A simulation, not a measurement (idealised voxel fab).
This section sets out a process module, namely voxel wiring stack.
Section cut is 235 nm wide and gridded with 5 nm square cells.
Think of the cross-section as a grid of square cells. We describe it in bands, top to bottom, and each band covers one or more rows of those cells. For a band, the entry starts with two heights in nm, that of the top and then that of the bottom, and carries on with the band's materials in order from left to right, each alongside its width in nm; the word "all across" beside a single material means it fills the band edge to edge, and "blank" means empty space. Ref level 0: as-received wafer is one material below here. Bottom band extends down with no lower bound ("0 down"). The two numbers in a width such as "30 to 40" mark its ends across the band: the first belongs to the top row of cells, the second to the bottom row, and from each row to the next the width moves by the same amount. No cell of the cross-section changed in a step that is given as "no alteration". In "Sealed voids" the enclosed voids are listed, meaning empty spaces of 8 cells or larger without any opening to the top. The form is width x height at distance, distance from the left edge, units nm. If you see something after the settings on a step's line, that's the simulator's own remark about that step. overlay nm: step with mask; distance mask lay right of planned place; negative value = left of planned place.
The process steps that were planned are listed below
| 1 | RECEIVE | material Si |
| 2 | CONFORMAL_DEP | material SiO2 | thk nm 15 |
| 3 | CONFORMAL_DEP | material SiCN | thk nm 5 |
| 4 | DIRECTIONAL_DEP | material SiO2 | thk nm 20 |
| 5 | PATTERN | tone open | mask id METAL_1 | material resist | width nm 20 | pitch nm 40 | thk nm 20 | overlay nm 0 |
| 6 | DIRECTIONAL_ETCH | etch materials SiO2 | depth nm 20 |
| 7 | DIRECTIONAL_ETCH | etch materials SiCN | depth nm 5 |
| 8 | STRIP | etch materials resist |
| 9 | CONFORMAL_DEP | material TiN | thk nm 5 |
| 10 | FILL_DEP | material Ru | thk nm 10 |
| 11 | CMP | height nm 40 |
| 12 | EPI | material Ru | thk nm 5 |
| 13 | FILL_DEP | material SiCN | thk nm 5 |
| 14 | DIRECTIONAL_DEP | material lowk | thk nm 35 |
| 15 | DIRECTIONAL_DEP | material aC | thk nm 10 |
| 16 | PATTERN | tone open | mask id METAL_2 | material resist | width nm 20 | pitch nm 40 | thk nm 25 | overlay nm 0 |
| 17 | DIRECTIONAL_ETCH | etch materials aC | depth nm 10 |
| 18 | STRIP | etch materials resist |
| 19 | DIRECTIONAL_ETCH | etch materials lowk | depth nm 20 |
| 20 | STRIP | etch materials aC |
| 21 | PATTERN | tone open | mask id METAL_2_HOLES | material resist | width nm 15 | pitch nm 80 | thk nm 20 | overlay nm 0 |
| 22 | DIRECTIONAL_ETCH | etch materials lowk | depth nm 15 |
| 23 | DIRECTIONAL_ETCH | etch materials SiCN | depth nm 5 |
| 24 | STRIP | etch materials resist |
| 25 | CONFORMAL_DEP | material TiN | thk nm 5 |
| 26 | FILL_DEP | material Cu | thk nm 5 |
| 27 | CMP | height nm 85 |
| 28 | CONFORMAL_DEP | material SiCN | thk nm 5 |
| 29 | DIRECTIONAL_DEP | material lowk | thk nm 10 |
| 30 | MASKED_ETCH | tone open | mask id PLUG_2 | width nm 15 | pitch nm 40 | etch materials lowk | depth nm 10 | overlay nm 0 |
| 31 | MASKED_ETCH | tone open | mask id PLUG_2 | width nm 15 | pitch nm 40 | etch materials SiCN | depth nm 5 | overlay nm 0 |
| 32 | CONFORMAL_DEP | material TiN | thk nm 5 |
| 33 | FILL_DEP | material Ru | thk nm 10 |
| 34 | CMP | height nm 100 |
| 35 | DIRECTIONAL_DEP | material TiN | thk nm 5 |
| 36 | DIRECTIONAL_DEP | material Ru | thk nm 15 |
| 37 | MASKED_ETCH | tone cover | mask id METAL_3 | width nm 20 | pitch nm 40 | etch materials Ru | depth nm 15 | overlay nm 0 |
| 38 | MASKED_ETCH | tone cover | mask id METAL_3 | width nm 20 | pitch nm 40 | etch materials TiN | depth nm 5 | overlay nm 0 |
| 39 | FILL_DEP | material SiO2 | thk nm 10 |
| 40 | CMP | height nm 120 |
| 41 | CONFORMAL_DEP | material SiCN | thk nm 5 |
| 42 | DIRECTIONAL_DEP | material lowk | thk nm 10 |
| 43 | DIRECTIONAL_DEP | material aC | thk nm 15 |
| 44 | PATTERN | tone open | mask id PLUG_3 | material resist | width nm 15 | pitch nm 80 | thk nm 35 | overlay nm 0 |
| 45 | DIRECTIONAL_ETCH | etch materials aC | depth nm 15 |
| 46 | STRIP | etch materials resist |
| 47 | DIRECTIONAL_ETCH | etch materials lowk | depth nm 10 |
| 48 | DIRECTIONAL_ETCH | etch materials SiCN | depth nm 5 |
| 49 | STRIP | etch materials aC |
| 50 | CONFORMAL_DEP | material TiN | thk nm 5 |
| 51 | FILL_DEP | material Ru | thk nm 10 |
| 52 | CMP | height nm 135 |
| 53 | CONFORMAL_DEP | material SiCN | thk nm 5 |
| 54 | DIRECTIONAL_DEP | material SiO2 | thk nm 15 |
| 55 | PATTERN | tone open | mask id METAL_4 | material resist | width nm 20 | pitch nm 40 | thk nm 15 | overlay nm 0 |
| 56 | DIRECTIONAL_ETCH | etch materials SiO2 | depth nm 15 |
| 57 | DIRECTIONAL_ETCH | etch materials SiCN | depth nm 5 |
| 58 | STRIP | etch materials resist |
| 59 | CONFORMAL_DEP | material TiN | thk nm 5 |
| 60 | FILL_DEP | material Cu | thk nm 5 |
| 61 | CMP | height nm 155 |
| 62 | CONFORMAL_DEP | material SiN | thk nm 5 |
Wafer at receipt (post step 1), cross-section
- 0 down  Si all across
- Sealed voids: none
As-planned run: cross-section of the first of two wafers at end of module
- 160 to 155  SiN all across
- 155 to 140  SiO2 45 nm, TiN 5 nm, Cu 10 nm, TiN 5 nm, SiO2 20 nm, TiN 5 nm, Cu 10 nm, TiN 5 nm, SiO2 20 nm, TiN 5 nm, Cu 10 nm, TiN 5 nm, SiO2 20 nm, TiN 5 nm, Cu 10 nm, TiN 5 nm, SiO2 50 nm
- 140 to 135  SiCN 45 nm, TiN 20 nm, SiCN 20 nm, TiN 20 nm, SiCN 20 nm, TiN 20 nm, SiCN 20 nm, TiN 20 nm, SiCN 50 nm
- 135 to 125  lowk 45 nm, TiN 5 nm, Ru 5 nm, TiN 5 nm, lowk 65 nm, TiN 5 nm, Ru 5 nm, TiN 5 nm, lowk 95 nm
- 125 to 120  SiCN 45 nm, TiN 15 nm, SiCN 65 nm, TiN 15 nm, SiCN 95 nm
- 120 to 105  SiO2 45 nm, Ru 20 nm, SiO2 20 nm, Ru 20 nm, SiO2 20 nm, Ru 20 nm, SiO2 20 nm, Ru 20 nm, SiO2 50 nm
- 105 to 100  SiO2 45 nm, TiN 20 nm, SiO2 20 nm, TiN 20 nm, SiO2 20 nm, TiN 20 nm, SiO2 20 nm, TiN 20 nm, SiO2 50 nm
- 100 to 90  lowk 45 nm, TiN 5 nm, Ru 5 nm, TiN 5 nm, lowk 25 nm, TiN 5 nm, Ru 5 nm, TiN 5 nm, lowk 25 nm, TiN 5 nm, Ru 5 nm, TiN 5 nm, lowk 25 nm, TiN 5 nm, Ru 5 nm, TiN 5 nm, lowk 55 nm
- 90 to 85  SiCN 45 nm, TiN 15 nm, SiCN 25 nm, TiN 15 nm, SiCN 25 nm, TiN 15 nm, SiCN 25 nm, TiN 15 nm, SiCN 55 nm
- 85 to 70  lowk 45 nm, TiN 5 nm, Cu 10 nm, TiN 5 nm, lowk 20 nm, TiN 5 nm, Cu 10 nm, TiN 5 nm, lowk 20 nm, TiN 5 nm, Cu 10 nm, TiN 5 nm, lowk 20 nm, TiN 5 nm, Cu 10 nm, TiN 5 nm, lowk 50 nm
- 70 to 65  lowk 45 nm, TiN 5 nm, Cu 5 nm, TiN 10 nm, lowk 20 nm, TiN 20 nm, lowk 20 nm, TiN 5 nm, Cu 5 nm, TiN 10 nm, lowk 20 nm, TiN 20 nm, lowk 50 nm
- 65 to 50  lowk 45 nm, TiN 5 nm, Cu 5 nm, TiN 5 nm, lowk 65 nm, TiN 5 nm, Cu 5 nm, TiN 5 nm, lowk 95 nm
- 50 to 45  SiCN 45 nm, TiN 15 nm, SiCN 65 nm, TiN 15 nm, SiCN 95 nm
- 45 to 40  SiCN 40 nm, Ru 30 nm, SiCN 10 nm, Ru 30 nm, SiCN 10 nm, Ru 30 nm, SiCN 10 nm, Ru 30 nm, SiCN 45 nm
- 40 to 20  SiO2 45 nm, TiN 5 nm, Ru 10 nm, TiN 5 nm, SiO2 20 nm, TiN 5 nm, Ru 10 nm, TiN 5 nm, SiO2 20 nm, TiN 5 nm, Ru 10 nm, TiN 5 nm, SiO2 20 nm, TiN 5 nm, Ru 10 nm, TiN 5 nm, SiO2 50 nm
- 20 to 15  SiCN 45 nm, TiN 20 nm, SiCN 20 nm, TiN 20 nm, SiCN 20 nm, TiN 20 nm, SiCN 20 nm, TiN 20 nm, SiCN 50 nm
- 15 to 0  SiO2 all across
- 0 down  Si all across
- Sealed voids: none
This cross-section belongs to the second wafer of two at the end of the module; the start and the plan were shared with the first, and the run included one mistake
- 160 to 155  SiN all across
- 155 to 140  SiO2 45 nm, TiN 5 nm, Cu 10 nm, TiN 5 nm, SiO2 20 nm, TiN 5 nm, Cu 10 nm, TiN 5 nm, SiO2 20 nm, TiN 5 nm, Cu 10 nm, TiN 5 nm, SiO2 20 nm, TiN 5 nm, Cu 10 nm, TiN 5 nm, SiO2 50 nm
- 140 to 135  SiCN 45 nm, TiN 20 nm, SiCN 20 nm, TiN 20 nm, SiCN 20 nm, TiN 20 nm, SiCN 20 nm, TiN 20 nm, SiCN 50 nm
- 135 to 125  lowk 45 nm, TiN 5 nm, Ru 5 nm, TiN 5 nm, lowk 65 nm, TiN 5 nm, Ru 5 nm, TiN 5 nm, lowk 95 nm
- 125 to 120  SiCN 45 nm, TiN 15 nm, SiCN 65 nm, TiN 15 nm, SiCN 95 nm
- 120 to 105  SiO2 45 nm, Ru 20 nm, SiO2 20 nm, Ru 20 nm, SiO2 20 nm, Ru 20 nm, SiO2 20 nm, Ru 20 nm, SiO2 50 nm
- 105 to 100  SiO2 45 nm, TiN 20 nm, SiO2 20 nm, TiN 20 nm, SiO2 20 nm, TiN 20 nm, SiO2 20 nm, TiN 20 nm, SiO2 50 nm
- 100 to 90  lowk 45 nm, TiN 5 nm, Ru 5 nm, TiN 5 nm, lowk 25 nm, TiN 5 nm, Ru 5 nm, TiN 5 nm, lowk 25 nm, TiN 5 nm, Ru 5 nm, TiN 5 nm, lowk 25 nm, TiN 5 nm, Ru 5 nm, TiN 5 nm, lowk 55 nm
- 90 to 85  SiCN 45 nm, TiN 15 nm, SiCN 25 nm, TiN 15 nm, SiCN 25 nm, TiN 15 nm, SiCN 25 nm, TiN 15 nm, SiCN 55 nm
- 85 to 55  lowk 45 nm, TiN 5 nm, Cu 10 nm, TiN 5 nm, lowk 20 nm, TiN 5 nm, Cu 10 nm, TiN 5 nm, lowk 20 nm, TiN 5 nm, Cu 10 nm, TiN 5 nm, lowk 20 nm, TiN 5 nm, Cu 10 nm, TiN 5 nm, lowk 50 nm
- 55 to 50  lowk 45 nm, TiN 5 nm, Cu 5 nm, TiN 10 nm, lowk 20 nm, TiN 20 nm, lowk 20 nm, TiN 5 nm, Cu 5 nm, TiN 10 nm, lowk 20 nm, TiN 20 nm, lowk 50 nm
- 50 to 45  SiCN 45 nm, TiN 15 nm, SiCN 65 nm, TiN 15 nm, SiCN 95 nm
- 45 to 40  SiCN 40 nm, Ru 30 nm, SiCN 10 nm, Ru 30 nm, SiCN 10 nm, Ru 30 nm, SiCN 10 nm, Ru 30 nm, SiCN 45 nm
- 40 to 20  SiO2 45 nm, TiN 5 nm, Ru 10 nm, TiN 5 nm, SiO2 20 nm, TiN 5 nm, Ru 10 nm, TiN 5 nm, SiO2 20 nm, TiN 5 nm, Ru 10 nm, TiN 5 nm, SiO2 20 nm, TiN 5 nm, Ru 10 nm, TiN 5 nm, SiO2 50 nm
- 20 to 15  SiCN 45 nm, TiN 20 nm, SiCN 20 nm, TiN 20 nm, SiCN 20 nm, TiN 20 nm, SiCN 20 nm, TiN 20 nm, SiCN 50 nm
- 15 to 0  SiO2 all across
- 0 down  Si all across
- Sealed voids: none
Deviation noted in wafer processing: heads up, step 19 of the plan got done twice
Final wafer comparison in cells, second versus first, more or fewer per material: Cu: 18 more, TiN: 12 more, lowk: 30 fewer
